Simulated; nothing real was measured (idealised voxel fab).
Process module in this document: voxel double patterning
Pictured: cross-section cut, 200 nm wide, on a grid of 5 nm square cells.
Think of the cross-section as a grid of square cells. We describe it in bands, top to bottom, and each band covers one or more rows of those cells.
Look at the band entry: it leads with the top's height and the bottom's height in nm. Then it lists the materials left to right, with a width in nm for each. The word "throughout" on a single material says that material fills the band edge to edge. The word "empty" is empty space.
The reference from which all heights are counted is 0, the level beneath which the as-received wafer is entirely one material; the lowest band, having no lower bound, proceeds downward and is written after the example "z 0 and below".
Width "30..40": first value at the band's top row of cells, second value at its bottom row, equal change from row to row.
Where the words "no modification" appear for a step, the cross-section shows no cell changed by that step; every cell remained as before.
"Enclosed internal voids" specifies each empty space that is not open to the top and that occupies no fewer than 8 cells, using the form width x height at distance, the distance measured from the left edge and all three quantities in nm.
On a step's line, text after the settings is the simulator commenting on that step.
When a step includes a mask, the "overlay nm" setting on its line states how far to the right of its planned place that mask lay, and negative values state how far to the left.

List of planned process steps:
1: RECEIVE, material Si
2: CONFORMAL_DEP, material SiO2, thk nm 10
3: DIRECTIONAL_DEP, material W, thk nm 20
4: DIRECTIONAL_DEP, material SiN, thk nm 5
5: PATTERN, tone open, mask id FIRST, material resist, width nm 15, pitch nm 50, thk nm 20, overlay nm 0
6: DIRECTIONAL_ETCH, etch materials SiN, depth nm 5
7: STRIP, etch materials resist
8: PATTERN, tone open, mask id SECOND, material resist, width nm 15, pitch nm 50, thk nm 15, overlay nm 0
9: DIRECTIONAL_ETCH, etch materials SiN, depth nm 5
10: STRIP, etch materials resist
11: DIRECTIONAL_ETCH, etch materials W, depth nm 20
12: STRIP, etch materials SiN

Wafer cross-section on receipt, i.e. after step 1:
	z 0 and below | Si throughout
	Enclosed internal voids: none

First of two wafers, end-of-module section, run followed plan:
	z 30 to 10 | W (40) | empty (15) | W (10) | empty (15) | W (10) | empty (15) | W (10) | empty (15) | W (10) | empty (15) | W (45)
	z 10 to 0 | SiO2 throughout
	z 0 and below | Si throughout
	Enclosed internal voids: none

Here's the second of our two wafers sectioned at module end. Same start as the first, same plan, but one mistake got made running it:
	z 30 to 10 | W (40) | empty (20) | W (5) | empty (15) | W (10) | empty (20) | W (5) | empty (15) | W (10) | empty (20) | W (40)
	z 10 to 0 | SiO2 throughout
	z 0 and below | Si throughout
	Enclosed internal voids: none
What went wrong in running the wafer? step 5 was processed under conditions differing from the plan, specifically as PATTERN, tone open, mask id FIRST, material resist, width nm 20, pitch nm 50, thk nm 20, overlay nm 0
Wrapping up, a cell-based count of both wafers puts the second over or under the first for these materials: 12 fewer of W
